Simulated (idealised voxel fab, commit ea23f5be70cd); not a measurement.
process module | voxel double patterning
cross-section cut | 220 nm wide | cells 5 nm
A cross-section is a grid of square cells, given in bands from the top down. A band is one or more rows of cells.
Each band's line starts with the height of the band's top and of its bottom, in nm. Then come its materials from left to right, each with its width in nm. One material with "throughout" fills the band from edge to edge. "air" is empty space.
Height 0 is the level under which the wafer as received is all one material. The lowest band goes on downwards, as in "0 down".
A width such as "30 to 40" changes by the same amount from each row of cells to the next, from the band's top row to its bottom row.
"no change" after a step means that no cell of the cross-section changed.
closed voids: empty space of 8 cells or more with no open way to the top, each as width x height at its distance from the left edge, in nm
after a step's settings: what the simulator itself notes on the step
overlay nm, on a step with a mask: how far to the right of its planned place the mask lay; to the left if negative
plan
1 op RECEIVE | material Si
2 op CONFORMAL_DEP | material SiO2 | thk nm 10
3 op DIRECTIONAL_DEP | material TiN | thk nm 20
4 op DIRECTIONAL_DEP | material SiN | thk nm 10
5 op PATTERN | tone open | mask id FIRST | material resist | width nm 15 | pitch nm 50 | thk nm 15 | overlay nm 0
6 op DIRECTIONAL_ETCH | etch materials SiN | depth nm 10
7 op STRIP | etch materials resist
8 op DIRECTIONAL_DEP | material aC | thk nm 15
9 op PATTERN | tone open | mask id SECOND | material resist | width nm 15 | thk nm 35 | overlay nm 0
10 op DIRECTIONAL_ETCH | etch materials aC | depth nm 15
11 op STRIP | etch materials resist
12 op DIRECTIONAL_ETCH | etch materials SiN | depth nm 10
13 op STRIP | etch materials aC
14 op DIRECTIONAL_ETCH | etch materials TiN | depth nm 20
15 op STRIP | etch materials SiN
first wafer, as planned
as received, after step 1
  0 down: Si throughout
  closed voids: none
after step 2
  10 to 0: SiO2 throughout
  below 0: unchanged
after step 3
  30 to 10: TiN throughout
  below 10: unchanged
after step 4
  40 to 30: SiN throughout
  below 30: unchanged
after step 5
  55 to 40: resist 75 | air 15 | resist 35 | air 15 | resist 80
  below 40: unchanged
after step 6
  55 to 40: resist 75 | air 15 | resist 35 | air 15 | resist 80
  40 to 30: SiN 75 | air 15 | SiN 35 | air 15 | SiN 80
  below 30: unchanged
after step 7
  40 to 30: SiN 75 | air 15 | SiN 35 | air 15 | SiN 80
  below 30: unchanged
after step 8
  55 to 45: aC 75 | air 15 | aC 35 | air 15 | aC 80
  45 to 40: aC throughout
  40 to 30: SiN 75 | aC 15 | SiN 35 | aC 15 | SiN 80
  below 30: unchanged
after step 9
  90 to 55: resist 100 | air 15 | resist 105
  55 to 45: aC 75 | resist 15 | aC 35 | resist 15 | aC 80
  below 45: unchanged
after step 10
  75 to 55: resist 100 | air 15 | resist 105
  55 to 45: aC 75 | resist 15 | aC 10 | air 15 | aC 10 | resist 15 | aC 80
  45 to 40: aC 100 | air 15 | aC 105
  below 40: unchanged
after step 11
  55 to 45: aC 75 | air 15 | aC 10 | air 15 | aC 10 | air 15 | aC 80
  below 45: unchanged
after step 12
  55 to 45: aC 75 | air 15 | aC 10 | air 15 | aC 10 | air 15 | aC 80
  45 to 40: aC 100 | air 15 | aC 105
  40 to 30: SiN 75 | aC 15 | SiN 10 | air 15 | SiN 10 | aC 15 | SiN 80
  below 30: unchanged
after step 13
  40 to 30: SiN 75 | air 15 | SiN 10 | air 15 | SiN 10 | air 15 | SiN 80
  below 30: unchanged
after step 14
  40 to 30: SiN 75 | air 15 | SiN 10 | air 15 | SiN 10 | air 15 | SiN 80
  30 to 10: TiN 75 | air 15 | TiN 10 | air 15 | TiN 10 | air 15 | TiN 80
  below 10: unchanged
after step 15
  30 to 10: TiN 75 | air 15 | TiN 10 | air 15 | TiN 10 | air 15 | TiN 80
  below 10: unchanged
second wafer: like start, like plan, one mistake. Through step 4 it matches the first wafer
when step 5 should have ended
  55 to 40: resist 85 | air 15 | resist 35 | air 15 | resist 70
  below 40: unchanged
when step 6 should have ended
  55 to 40: resist 85 | air 15 | resist 35 | air 15 | resist 70
  40 to 30: SiN 85 | air 15 | SiN 35 | air 15 | SiN 70
  below 30: unchanged
when step 7 should have ended
  40 to 30: SiN 85 | air 15 | SiN 35 | air 15 | SiN 70
  below 30: unchanged
when step 8 should have ended
  55 to 45: aC 85 | air 15 | aC 35 | air 15 | aC 70
  45 to 40: aC throughout
  40 to 30: SiN 85 | aC 15 | SiN 35 | aC 15 | SiN 70
  below 30: unchanged
when step 9 should have ended
  90 to 55: resist 100 | air 15 | resist 105
  55 to 45: aC 85 | resist 15 | aC 35 | resist 15 | aC 70
  below 45: unchanged
when step 10 should have ended
  75 to 55: resist 100 | air 15 | resist 105
  55 to 45: aC 85 | resist 15 | air 15 | aC 20 | resist 15 | aC 70
  45 to 40: aC 100 | air 15 | aC 105
  below 40: unchanged
when step 11 should have ended
  55 to 45: aC 85 | air 30 | aC 20 | air 15 | aC 70
  below 45: unchanged
when step 12 should have ended
  55 to 45: aC 85 | air 30 | aC 20 | air 15 | aC 70
  45 to 40: aC 100 | air 15 | aC 105
  40 to 30: SiN 85 | aC 15 | air 15 | SiN 20 | aC 15 | SiN 70
  below 30: unchanged
when step 13 should have ended
  40 to 30: SiN 85 | air 30 | SiN 20 | air 15 | SiN 70
  below 30: unchanged
when step 14 should have ended
  40 to 30: SiN 85 | air 30 | SiN 20 | air 15 | SiN 70
  30 to 10: TiN 85 | air 30 | TiN 20 | air 15 | TiN 70
  below 10: unchanged
when step 15 should have ended
  30 to 10: TiN 85 | air 30 | TiN 20 | air 15 | TiN 70
  below 10: unchanged
what went wrong: step 5 ran as: op PATTERN | tone open | mask id FIRST | material resist | width nm 15 | pitch nm 50 | thk nm 15 | overlay nm 10
at the end the second wafer has, in cells: as many of each material as the first, in other places
